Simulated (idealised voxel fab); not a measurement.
process module | voxel double patterning
cross-section cut | 205 nm wide | cells 5 nm
A cross-section is a grid of square cells, given in bands from the top down. A band is one or more rows of cells.
Each band's line starts with the height of the band's top and of its bottom, in nm. Then come its materials from left to right, each with its width in nm. One material with "throughout" fills the band from edge to edge. "air" is empty space.
Height 0 is the level under which the wafer as received is all one material. The lowest band goes on downwards, as in "0 down".
A width such as "30 to 40" changes by the same amount from each row of cells to the next, from the band's top row to its bottom row.
"no change" after a step means that no cell of the cross-section changed.
closed voids: empty space of 8 cells or more with no open way to the top, each as width x height at its distance from the left edge, in nm
after a step's settings: what the simulator itself notes on the step
overlay nm, on a step with a mask: how far to the right of its planned place the mask lay; to the left if negative
plan
1 op RECEIVE | material Si
2 op CONFORMAL_DEP | material SiO2 | thk nm 10
3 op DIRECTIONAL_DEP | material TiN | thk nm 10
4 op DIRECTIONAL_DEP | material SiN | thk nm 5
5 op MASKED_ETCH | tone open | mask id FIRST | width nm 15 | pitch nm 50 | etch materials SiN | depth nm 5 | overlay nm 0
6 op DIRECTIONAL_DEP | material aC | thk nm 15
7 op PATTERN | tone open | mask id SECOND | material resist | width nm 15 | pitch nm 50 | thk nm 30 | overlay nm 0
8 op DIRECTIONAL_ETCH | etch materials aC | depth nm 15
9 op STRIP | etch materials resist
10 op DIRECTIONAL_ETCH | etch materials SiN | depth nm 5
11 op STRIP | etch materials aC
12 op DIRECTIONAL_ETCH | etch materials TiN | depth nm 10
13 op STRIP | etch materials SiN
first wafer, as planned
as received, after step 1
  0 down: Si throughout
  closed voids: none
after step 2
  10 to 0: SiO2 throughout
  below 0: unchanged
after step 3
  20 to 10: TiN throughout
  below 10: unchanged
after step 4
  25 to 20: SiN throughout
  below 20: unchanged
after step 5
  25 to 20: SiN 45 | air 15 | SiN 35 | air 15 | SiN 35 | air 15 | SiN 45
  below 20: unchanged
after step 6
  40 to 35: aC 45 | air 15 | aC 35 | air 15 | aC 35 | air 15 | aC 45
  35 to 25: aC throughout
  25 to 20: SiN 45 | aC 15 | SiN 35 | aC 15 | SiN 35 | aC 15 | SiN 45
  below 20: unchanged
after step 7
  70 to 40: resist 70 | air 15 | resist 35 | air 15 | resist 70
  40 to 35: aC 45 | resist 15 | aC 35 | resist 15 | aC 35 | resist 15 | aC 45
  below 35: unchanged
after step 8
  55 to 40: resist 70 | air 15 | resist 35 | air 15 | resist 70
  40 to 35: aC 45 | resist 15 | aC 10 | air 15 | aC 10 | resist 15 | aC 10 | air 15 | aC 10 | resist 15 | aC 45
  35 to 25: aC 70 | air 15 | aC 35 | air 15 | aC 70
  below 25: unchanged
after step 9
  40 to 35: aC 45 | air 15 | aC 10 | air 15 | aC 10 | air 15 | aC 10 | air 15 | aC 10 | air 15 | aC 45
  below 35: unchanged
after step 10
  40 to 35: aC 45 | air 15 | aC 10 | air 15 | aC 10 | air 15 | aC 10 | air 15 | aC 10 | air 15 | aC 45
  35 to 25: aC 70 | air 15 | aC 35 | air 15 | aC 70
  25 to 20: SiN 45 | aC 15 | SiN 10 | air 15 | SiN 10 | aC 15 | SiN 10 | air 15 | SiN 10 | aC 15 | SiN 45
  below 20: unchanged
after step 11
  25 to 20: SiN 45 | air 15 | SiN 10 | air 15 | SiN 10 | air 15 | SiN 10 | air 15 | SiN 10 | air 15 | SiN 45
  below 20: unchanged
after step 12
  25 to 20: SiN 45 | air 15 | SiN 10 | air 15 | SiN 10 | air 15 | SiN 10 | air 15 | SiN 10 | air 15 | SiN 45
  20 to 10: TiN 45 | air 15 | TiN 10 | air 15 | TiN 10 | air 15 | TiN 10 | air 15 | TiN 10 | air 15 | TiN 45
  below 10: unchanged
after step 13
  20 to 10: TiN 45 | air 15 | TiN 10 | air 15 | TiN 10 | air 15 | TiN 10 | air 15 | TiN 10 | air 15 | TiN 45
  below 10: unchanged
second wafer: like start, like plan, one mistake. Through step 4 it matches the first wafer
when step 5 should have ended
  25 to 20: air 45 | SiN 15 | air 35 | SiN 15 | air 35 | SiN 15 | air 45
  below 20: unchanged
when step 6 should have ended
  40 to 35: air 45 | aC 15 | air 35 | aC 15 | air 35 | aC 15 | air 45
  35 to 25: aC throughout
  25 to 20: aC 45 | SiN 15 | aC 35 | SiN 15 | aC 35 | SiN 15 | aC 45
  below 20: unchanged
when step 7 should have ended
  70 to 40: resist 70 | air 15 | resist 35 | air 15 | resist 70
  40 to 35: resist 45 | aC 15 | resist 10 | air 15 | resist 10 | aC 15 | resist 10 | air 15 | resist 10 | aC 15 | resist 45
  below 35: unchanged
when step 8 should have ended
  55 to 40: resist 70 | air 15 | resist 35 | air 15 | resist 70
  40 to 35: resist 45 | aC 15 | resist 10 | air 15 | resist 10 | aC 15 | resist 10 | air 15 | resist 10 | aC 15 | resist 45
  35 to 25: aC 70 | air 15 | aC 35 | air 15 | aC 70
  25 to 20: aC 45 | SiN 15 | aC 10 | air 15 | aC 10 | SiN 15 | aC 10 | air 15 | aC 10 | SiN 15 | aC 45
  below 20: unchanged
when step 9 should have ended
  40 to 35: air 45 | aC 15 | air 35 | aC 15 | air 35 | aC 15 | air 45
  below 35: unchanged
when step 10 should have ended: no change
when step 11 should have ended
  25 to 20: air 45 | SiN 15 | air 35 | SiN 15 | air 35 | SiN 15 | air 45
  below 20: unchanged
when step 12 should have ended
  25 to 20: air 45 | SiN 15 | air 35 | SiN 15 | air 35 | SiN 15 | air 45
  20 to 10: air 45 | TiN 15 | air 35 | TiN 15 | air 35 | TiN 15 | air 45
  below 10: unchanged
when step 13 should have ended
  20 to 10: air 45 | TiN 15 | air 35 | TiN 15 | air 35 | TiN 15 | air 45
  below 10: unchanged
what went wrong: step 5 ran as: op MASKED_ETCH | tone cover | mask id FIRST | width nm 15 | pitch nm 50 | etch materials SiN | depth nm 5 | overlay nm 0
at the end the second wafer has, in cells: 34 fewer of TiN
